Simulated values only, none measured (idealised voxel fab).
This is a process module. Its name is voxel transistor to metal.
FYI the section here is cut, 295 nm wide, cells are 5 nm squares.
In what follows, cross-sections appear as grids of square cells, described through bands that run from the top down, where every band is one or more rows of cells.
Top height, bottom height, nm. Materials left to right, width each, nm. Single material + "full width" = fills band edge to edge. "air" = empty.
Heads up on the height convention: 0 is the point under which the incoming wafer is all one material, and the lowest band has no bottom, it just keeps going down, like "0..down".
A width given as "30->40" starts at the first number in the band's top row and ends at the second number in its bottom row, shifting by an equal amount at every step from row to row.
You'll sometimes find "remained unchanged" written for a step, and that's the way of saying that nowhere in the cross-section did a cell change during that step.
"Non-vented voids" contains a list of empty spaces, each no smaller than 8 cells and without an open way to the top, written in the form width x height at distance with the distance from the left edge and all three in nm.
What comes after the settings on a step's line is commentary from the simulator itself on that step.
What "overlay nm" on a step's line means: if the step has a mask, that mask lay this far to the right of its planned place, or, when the value is negative, to the left.

[Here's what the planned process steps look like]
- 1: RECEIVE, material Si
- 2: CONFORMAL_DEP, material SiO2, thk nm 5
- 3: CONFORMAL_DEP, material SiN, thk nm 10
- 4: MASKED_ETCH, tone cover, mask id ACTIVE, width nm 110, pitch nm 140, etch materials SiN, depth nm 10, overlay nm 0
- 5: MASKED_ETCH, tone cover, mask id ACTIVE, width nm 110, pitch nm 140, etch materials SiO2, depth nm 5, overlay nm 0
- 6: MASKED_ETCH, tone cover, mask id ACTIVE, width nm 110, pitch nm 140, etch materials Si, depth nm 20, overlay nm 0
- 7: FILL_DEP, material SiO2, thk nm 5
- 8: CMP, height nm 15
- 9: SELECTIVE_ETCH, etch materials SiO2, depth nm 5
- 10: STRIP, etch materials SiN
- 11: SELECTIVE_ETCH, etch materials SiO2, depth nm 5
- 12: OXIDIZE, depth nm 5
- 13: DIRECTIONAL_DEP, material polySi, thk nm 30
- 14: DIRECTIONAL_DEP, material SiCN, thk nm 10
- 15: MASKED_ETCH, tone cover, mask id GATE, width nm 20, pitch nm 140, etch materials SiCN, depth nm 20, overlay nm 0
- 16: MASKED_ETCH, tone cover, mask id GATE, width nm 20, pitch nm 140, etch materials polySi, depth nm 40, overlay nm 0
- 17: CONFORMAL_DEP, material SiO2, thk nm 5
- 18: DIRECTIONAL_ETCH, etch materials SiO2, depth nm 5
- 19: CONFORMAL_DEP, material SiN, thk nm 10
- 20: DIRECTIONAL_ETCH, etch materials SiN, depth nm 10
- 21: DIRECTIONAL_ETCH, etch materials SiO2, depth nm 5
- 22: DIRECTIONAL_ETCH, etch materials Si, depth nm 15
- 23: EPI, material pSi, thk nm 15
- 24: FILL_DEP, material SiO2, thk nm 10
- 25: CMP, height nm 40
- 26: DIRECTIONAL_DEP, material SiO2, thk nm 15
- 27: PATTERN, tone open, mask id CONTACT, material resist, width nm 20, thk nm 20, overlay nm 0
- 28: DIRECTIONAL_ETCH, etch materials SiO2, depth nm 45
- 29: STRIP, etch materials resist
- 30: CONFORMAL_DEP, material TiN, thk nm 5
- 31: FILL_DEP, material Ru, thk nm 5
- 32: CMP, height nm 55
- 33: CONFORMAL_DEP, material SiCN, thk nm 5
- 34: DIRECTIONAL_DEP, material SiO2, thk nm 20
- 35: DIRECTIONAL_DEP, material aC, thk nm 10
- 36: PATTERN, tone open, mask id METAL_1, material resist, width nm 20, thk nm 30, overlay nm 0
- 37: DIRECTIONAL_ETCH, etch materials aC, depth nm 10
- 38: STRIP, etch materials resist
- 39: DIRECTIONAL_ETCH, etch materials SiO2, depth nm 20
- 40: DIRECTIONAL_ETCH, etch materials SiCN, depth nm 5
- 41: STRIP, etch materials aC
- 42: CONFORMAL_DEP, material TiN, thk nm 5
- 43: FILL_DEP, material Cu, thk nm 5
- 44: CMP, height nm 80
- 45: CONFORMAL_DEP, material SiCN, thk nm 5

[As received (post step 1): cross-section]
> 0..down  Si full width
> Non-vented voids: none

[Post-module cross-section: identical start and plan to those above, one misstep in execution]
> 85..80  SiCN full width
> 80..75  TiN=30, then Cu=10, then TiN=70, then Cu=10, then TiN=50, then Cu=10, then TiN=70, then Cu=10, then TiN=35
> 75..55  SiO2=25, then TiN=5, then Cu=10, then TiN=5, then SiO2=60, then TiN=5, then Cu=10, then TiN=5, then SiO2=40, then TiN=5, then Cu=10, then TiN=5, then SiO2=60, then TiN=5, then Cu=10, then TiN=5, then SiO2=30
> 55..50  SiCN=25, then TiN=20, then SiCN=60, then TiN=20, then SiCN=40, then TiN=20, then SiCN=60, then TiN=20, then SiCN=30
> 50..40  SiO2=25, then TiN=5, then Ru=10, then TiN=5, then SiO2=60, then TiN=5, then Ru=10, then TiN=5, then SiO2=40, then TiN=5, then Ru=10, then TiN=5, then SiO2=60, then TiN=5, then Ru=10, then TiN=5, then SiO2=30
> 40..30  SiO2=25, then TiN=5, then Ru=10, then TiN=5, then SiO2=5, then SiN=10, then SiO2=5, then SiCN=20, then SiO2=5, then SiN=10, then SiO2=5, then TiN=5, then Ru=10, then TiN=5, then SiO2=40, then TiN=5, then Ru=10, then TiN=5, then SiO2=5, then SiN=10, then SiO2=5, then SiCN=20, then SiO2=5, then SiN=10, then SiO2=5, then TiN=5, then Ru=10, then TiN=5, then SiO2=30
> 30..15  SiO2=25, then TiN=5, then Ru=10, then TiN=5, then SiO2=5, then SiN=10, then SiO2=5, then polySi=20, then SiO2=5, then SiN=10, then SiO2=5, then TiN=5, then Ru=10, then TiN=5, then SiO2=40, then TiN=5, then Ru=10, then TiN=5, then SiO2=5, then SiN=10, then SiO2=5, then polySi=20, then SiO2=5, then SiN=10, then SiO2=5, then TiN=5, then Ru=10, then TiN=5, then SiO2=30
> 15..10  SiO2=25, then TiN=20, then SiO2=5, then SiN=10, then SiO2=5, then polySi=20, then SiO2=5, then SiN=10, then SiO2=5, then TiN=20, then SiO2=40, then TiN=20, then SiO2=5, then SiN=10, then SiO2=5, then polySi=20, then SiO2=5, then SiN=10, then SiO2=5, then TiN=20, then SiO2=30
> 10..5  SiO2=25, then pSi=25, then SiN=10, then SiO2=5, then polySi=20, then SiO2=5, then SiN=10, then pSi=25, then SiO2=40, then pSi=25, then SiN=10, then SiO2=5, then polySi=20, then SiO2=5, then SiN=10, then pSi=25, then SiO2=30
> 5..0  SiO2=20, then SiN=10, then pSi=20, then SiN=10, then SiO2=5, then polySi=20, then SiO2=5, then SiN=10, then pSi=20, then SiN=10, then SiO2=30, then SiN=10, then pSi=20, then SiN=10, then SiO2=5, then polySi=20, then SiO2=5, then SiN=10, then pSi=20, then SiN=10, then SiO2=25
> 0..-5  SiO2=30, then pSi=20, then SiO2=50, then pSi=20, then SiO2=50, then pSi=20, then SiO2=50, then pSi=20, then SiO2=35
> -5..-20  SiO2=20, then Si=10, then pSi=20, then Si=50, then pSi=20, then Si=10, then SiO2=30, then Si=10, then pSi=20, then Si=50, then pSi=20, then Si=10, then SiO2=25
> -20..down  Si full width
> Non-vented voids: none
Finding, execution versus plan: contrary to plan, step 32 was performed as CMP, height nm 50
